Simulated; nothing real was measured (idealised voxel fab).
voxel self aligned contacts: a process module
Square cells of 5 nm make up the cross-section cut, whose width is 205 nm.
Reading order for cross-sections: top band down to bottom band. Underlying form: a grid of square cells. Band size: one or more rows of cells. What a band's entry tells you: where the top is and where the bottom is, as heights in nm, and after that what lies inside, material by material from left to right, each with its width in nm. Empty space is written as the word "air", and a single material marked with the word "edge to edge" occupies the band from edge to edge. Ref level 0: as-received wafer is one material below here. Bottom band extends down with no lower bound ("z 0 and below"). Think of "30..40" as a width that walks from the first number to the second as you go down the band, top row to bottom row, taking equal-sized steps from row to row. "changes: none" for a step: no cell of the cross-section changed in that step. Basically, "Sealed void list" tells you about the enclosed voids: empty spaces with no open way to the top, 8 cells or bigger, each written width x height at distance, where distance is from the left edge, all in nm. If you see something after the settings on a step's line, that's the simulator's own remark about that step. overlay nm: where the mask lay relative to plan, measured to the right, on steps with a mask; negatives go left.
Intended process steps
step 1: RECEIVE,material Si
step 2: OXIDIZE,depth nm 5
step 3: DIRECTIONAL_DEP,material polySi,thk nm 30
step 4: DIRECTIONAL_DEP,material SiN,thk nm 20
step 5: PATTERN,tone cover,mask id GATE,material resist,width nm 35,pitch nm 65,thk nm 20,overlay nm 0
step 6: DIRECTIONAL_ETCH,etch materials SiN,depth nm 20
step 7: DIRECTIONAL_ETCH,etch materials polySi,depth nm 30
step 8: STRIP,etch materials resist
step 9: CONFORMAL_DEP,material SiN,thk nm 5
step 10: DIRECTIONAL_ETCH,etch materials SiN,depth nm 5
step 11: FILL_DEP,material SiO2,thk nm 15
step 12: CMP,height nm 55
step 13: MASKED_ETCH,tone open,mask id CONTACT,width nm 50,pitch nm 65,etch materials SiO2,depth nm 60,overlay nm 0
step 14: CONFORMAL_DEP,material TiN,thk nm 5
step 15: FILL_DEP,material W,thk nm 5
step 16: CMP,height nm 55
step 17: CONFORMAL_DEP,material SiCN,thk nm 5
This is the cross-section of the wafer as we received it, i.e. after step 1
  z 0 and below | Si edge to edge
  Sealed void list: none
Cross-sectional result after module completion. Note: starting condition and plan are unchanged from above; one processing mistake was made
  z 60 to 55 | SiCN edge to edge
  z 55 to 50 | SiO2 45 nm, then TiN 20 nm, then W 10 nm, then TiN 20 nm, then SiO2 15 nm, then TiN 20 nm, then W 10 nm, then TiN 20 nm, then SiO2 45 nm
  z 50 to 30 | SiO2 15 nm, then SiN 45 nm, then TiN 5 nm, then W 10 nm, then TiN 5 nm, then SiN 45 nm, then TiN 5 nm, then W 10 nm, then TiN 5 nm, then SiN 45 nm, then SiO2 15 nm
  z 30 to 10 | SiO2 15 nm, then SiN 5 nm, then polySi 35 nm, then SiN 5 nm, then TiN 5 nm, then W 10 nm, then TiN 5 nm, then SiN 5 nm, then polySi 35 nm, then SiN 5 nm, then TiN 5 nm, then W 10 nm, then TiN 5 nm, then SiN 5 nm, then polySi 35 nm, then SiN 5 nm, then SiO2 15 nm
  z 10 to 5 | SiO2 15 nm, then SiN 5 nm, then polySi 35 nm, then SiN 5 nm, then TiN 20 nm, then SiN 5 nm, then polySi 35 nm, then SiN 5 nm, then TiN 20 nm, then SiN 5 nm, then polySi 35 nm, then SiN 5 nm, then SiO2 15 nm
  z 5 to 0 | SiN 20 nm, then polySi 35 nm, then SiN 30 nm, then polySi 35 nm, then SiN 30 nm, then polySi 35 nm, then SiN 20 nm
  z 0 to -5 | SiO2 edge to edge
  z -5 and below | Si edge to edge
  Sealed void list: none
Deviation noted in wafer processing: steps 9 and 10 were swapped
